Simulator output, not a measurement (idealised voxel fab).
process module | voxel trench capacitor
cross-section cut | 185 nm wide | cells 5 nm
A cross-section is a grid of square cells, given in bands from the top down. A band is one or more rows of cells.
Each band's line starts with the height of the band's top and of its bottom, in nm. Then come its materials from left to right, each with its width in nm. One material with "throughout" fills the band from edge to edge. "air" is empty space.
Height 0 is the level under which the wafer as received is all one material. The lowest band goes on downwards, as in "0 down".
A width such as "30 to 40" changes by the same amount from each row of cells to the next, from the band's top row to its bottom row.
"no change" after a step means that no cell of the cross-section changed.
closed voids: empty space of 8 cells or more with no open way to the top, each as width x height at its distance from the left edge, in nm
after a step's settings: what the simulator itself notes on the step
overlay nm, on a step with a mask: how far to the right of its planned place the mask lay; to the left if negative
plan
1 op RECEIVE | material Si
2 op CONFORMAL_DEP | material SiN | thk nm 5
3 op DIRECTIONAL_DEP | material aC | thk nm 10
4 op PATTERN | tone open | mask id TRENCH | material resist | width nm 20 | pitch nm 45 | thk nm 25 | overlay nm 0
5 op DIRECTIONAL_ETCH | etch materials aC | depth nm 10
6 op STRIP | etch materials resist
7 op DIRECTIONAL_ETCH | etch materials SiN | depth nm 5
8 op DIRECTIONAL_ETCH | etch materials Si | depth nm 30
9 op STRIP | etch materials aC
10 op CONFORMAL_DEP | material Al2O3 | thk nm 5
11 op FILL_DEP | material polySi | thk nm 10
12 op CMP | height nm 5
varied across the wafers: depth nm of step 8. The plan shows the first wafer's value. All wafers start alike
first wafer as received, after step 1
  0 down: Si throughout
  closed voids: none
each wafer at the end: cells of each material gained (+) or lost (-) since it was received, then its closed voids
depth nm 30 | +64 Al2O3 | -96 Si | +21 SiN | +48 polySi | closed voids: none
depth nm 35 | +72 Al2O3 | -112 Si | +21 SiN | +56 polySi | closed voids: none
depth nm 40 | +80 Al2O3 | -128 Si | +21 SiN | +64 polySi | closed voids: none
depth nm 45 | +88 Al2O3 | -144 Si | +21 SiN | +72 polySi | closed voids: none
depth nm 50 | +96 Al2O3 | -160 Si | +21 SiN | +80 polySi | closed voids: none
depth nm 55 | +104 Al2O3 | -176 Si | +21 SiN | +88 polySi | closed voids: none
